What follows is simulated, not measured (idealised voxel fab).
The process module presented herein is designated voxel capacitor over wiring.
200 nm wide, 5 nm square cells: that's cross-section cut.
A cross-section is written here as square cells arranged in a grid, and it is given in bands from the top down, each band taking up one or more rows of cells.
Within each band entry, the heights of the top and of the bottom of the band appear first, in that order and in nm; the materials of the band then follow from left to right, each with its corresponding width in nm. The designation "everywhere" on a single material indicates that it fills the band from edge to edge; the designation "air" indicates empty space.
Height 0 is the level under which the wafer as received is all one material. The lowest band goes on downwards, as in "0 -> down".
Think of "30..40" as a width that walks from the first number to the second as you go down the band, top row to bottom row, taking equal-sized steps from row to row.
"nothing changed" (step): cross-section cells unchanged, all of them.
Closed empty spaces (no open way to the top) of 8 cells or more are what "Enclosed cavity list" lists, each as width x height at distance from the left edge, nm for all three.
That trailing text on a step's line, after the settings, is the simulator's own remark on the step.
"overlay nm", when on a step's line for a step with a mask, measures how far to the right of its planned place the mask lay; a negative measure means to the left.
## These are the steps we planned for the process
1,RECEIVE (material Si)
2,CONFORMAL_DEP (material SiO2; thk nm 10)
3,DIRECTIONAL_DEP (material TiN; thk nm 5)
4,DIRECTIONAL_DEP (material W; thk nm 15)
5,MASKED_ETCH (tone cover; mask id METAL_1; width nm 30; pitch nm 90; etch materials W; depth nm 15; overlay nm 0)
6,MASKED_ETCH (tone cover; mask id METAL_1; width nm 30; pitch nm 90; etch materials TiN; depth nm 5; overlay nm -15)
7,CONFORMAL_DEP (material SiCN; thk nm 5)
8,FILL_DEP (material lowk; thk nm 10)
9,CMP (height nm 30)
10,CONFORMAL_DEP (material SiCN; thk nm 5)
11,DIRECTIONAL_DEP (material lowk; thk nm 10)
12,PATTERN (tone open; mask id PLUG_1; material resist; width nm 15; thk nm 15; overlay nm 0)
13,DIRECTIONAL_ETCH (etch materials lowk; depth nm 10)
14,DIRECTIONAL_ETCH (etch materials SiCN; depth nm 5)
15,STRIP (etch materials resist)
16,EPI (material Ru; thk nm 10)
17,EPI (material Ru; thk nm 5)
18,DIRECTIONAL_DEP (material TiN; thk nm 5)
19,DIRECTIONAL_DEP (material HfO2; thk nm 5)
20,DIRECTIONAL_DEP (material TiN; thk nm 10)
21,DIRECTIONAL_DEP (material aC; thk nm 10)
22,PATTERN (tone cover; mask id UPPER_PLATE; material resist; width nm 65; thk nm 25; overlay nm 0)
23,DIRECTIONAL_ETCH (etch materials aC; depth nm 10)
24,STRIP (etch materials resist)
25,DIRECTIONAL_ETCH (etch materials TiN; depth nm 10)
26,DIRECTIONAL_ETCH (etch materials HfO2; depth nm 5)
27,STRIP (etch materials aC)
28,PATTERN (tone cover; mask id LOWER_PLATE; material resist; width nm 75; thk nm 20; overlay nm 0)
29,DIRECTIONAL_ETCH (etch materials TiN; depth nm 5)
30,STRIP (etch materials resist)
31,FILL_DEP (material SiO2; thk nm 20)
32,CMP (height nm 80)
33,DIRECTIONAL_DEP (material aC; thk nm 10)
34,PATTERN (tone open; mask id PLUG_2; material resist; width nm 15; thk nm 30; overlay nm 0)
35,DIRECTIONAL_ETCH (etch materials aC; depth nm 10)
36,STRIP (etch materials resist)
37,DIRECTIONAL_ETCH (etch materials SiO2; depth nm 15)
38,STRIP (etch materials aC)
39,CONFORMAL_DEP (material TiN; thk nm 5)
40,FILL_DEP (material Cu; thk nm 5)
41,CMP (height nm 80)
42,CONFORMAL_DEP (material SiCN; thk nm 5)
varied across the wafers: overlay nm of step 6. The plan shows the first wafer's value. All wafers start alike
## Sectional view: first of several wafers, as received, after step 1
  0 -> down  Si everywhere
  Enclosed cavity list: none
## Cross-sectional representation of the first of several wafers at the end of the module, i.e. after its terminal step, step 42
  85 -> 80  SiCN everywhere
  80 -> 70  SiO2: 65 / TiN: 5 / Cu: 5 / TiN: 5 / SiO2: 120
  70 -> 65  SiO2: 65 / TiN: 15 / SiO2: 120
  65 -> 55  SiO2: 55 / TiN: 65 / SiO2: 80
  55 -> 50  SiO2: 55 / HfO2: 65 / SiO2: 80
  50 -> 45  SiO2: 50 / TiN: 75 / SiO2: 75
  45 -> 35  lowk: 55 / Ru: 15 / lowk: 130
  35 -> 30  SiCN: 55 / Ru: 15 / SiCN: 130
  30 -> 20  lowk: 35 / SiCN: 5 / W: 30 / SiCN: 5 / lowk: 50 / SiCN: 5 / W: 30 / SiCN: 5 / lowk: 35
  20 -> 15  lowk: 20 / SiCN: 20 / W: 30 / SiCN: 5 / lowk: 35 / SiCN: 20 / W: 30 / SiCN: 5 / lowk: 35
  15 -> 10  SiCN: 25 / TiN: 45 / SiCN: 45 / TiN: 45 / SiCN: 40
  10 -> 0  SiO2 everywhere
  0 -> down  Si everywhere
  Enclosed cavity list: none
## Module end, final wafer: cross-section
  85 -> 80  SiCN everywhere
  80 -> 70  SiO2: 65 / TiN: 5 / Cu: 5 / TiN: 5 / SiO2: 120
  70 -> 65  SiO2: 65 / TiN: 15 / SiO2: 120
  65 -> 55  SiO2: 55 / TiN: 65 / SiO2: 80
  55 -> 50  SiO2: 55 / HfO2: 65 / SiO2: 80
  50 -> 45  SiO2: 50 / TiN: 75 / SiO2: 75
  45 -> 35  lowk: 55 / Ru: 15 / lowk: 130
  35 -> 30  SiCN: 55 / Ru: 15 / SiCN: 130
  30 -> 20  lowk: 35 / SiCN: 5 / W: 30 / SiCN: 5 / lowk: 50 / SiCN: 5 / W: 30 / SiCN: 5 / lowk: 35
  20 -> 15  lowk: 35 / SiCN: 5 / W: 30 / SiCN: 20 / lowk: 35 / SiCN: 5 / W: 30 / SiCN: 20 / lowk: 20
  15 -> 10  SiCN: 40 / TiN: 45 / SiCN: 45 / TiN: 45 / SiCN: 25
  10 -> 0  SiO2 everywhere
  0 -> down  Si everywhere
  Enclosed cavity list: none
## The following table contains a row per wafer, in which are reported, at the conclusion of the module, the cells of each material gained (+) or lost (-) since the wafer's receipt, with its closed voids given thereafter
overlay nm -15; +2 Cu; +13 HfO2; +9 Ru; +117 SiCN; +297 SiO2; +66 TiN; +36 W; +140 lowk; Enclosed cavity list: none
overlay nm -10; +2 Cu; +13 HfO2; +9 Ru; +117 SiCN; +297 SiO2; +64 TiN; +36 W; +142 lowk; Enclosed cavity list: none
overlay nm -5; +2 Cu; +13 HfO2; +9 Ru; +117 SiCN; +297 SiO2; +62 TiN; +36 W; +144 lowk; Enclosed cavity list: none
overlay nm 0; +2 Cu; +13 HfO2; +9 Ru; +117 SiCN; +297 SiO2; +60 TiN; +36 W; +146 lowk; Enclosed cavity list: none
overlay nm 5; +2 Cu; +13 HfO2; +9 Ru; +117 SiCN; +297 SiO2; +62 TiN; +36 W; +144 lowk; Enclosed cavity list: none
overlay nm 10; +2 Cu; +13 HfO2; +9 Ru; +117 SiCN; +297 SiO2; +64 TiN; +36 W; +142 lowk; Enclosed cavity list: none
overlay nm 15; +2 Cu; +13 HfO2; +9 Ru; +117 SiCN; +297 SiO2; +66 TiN; +36 W; +140 lowk; Enclosed cavity list: none
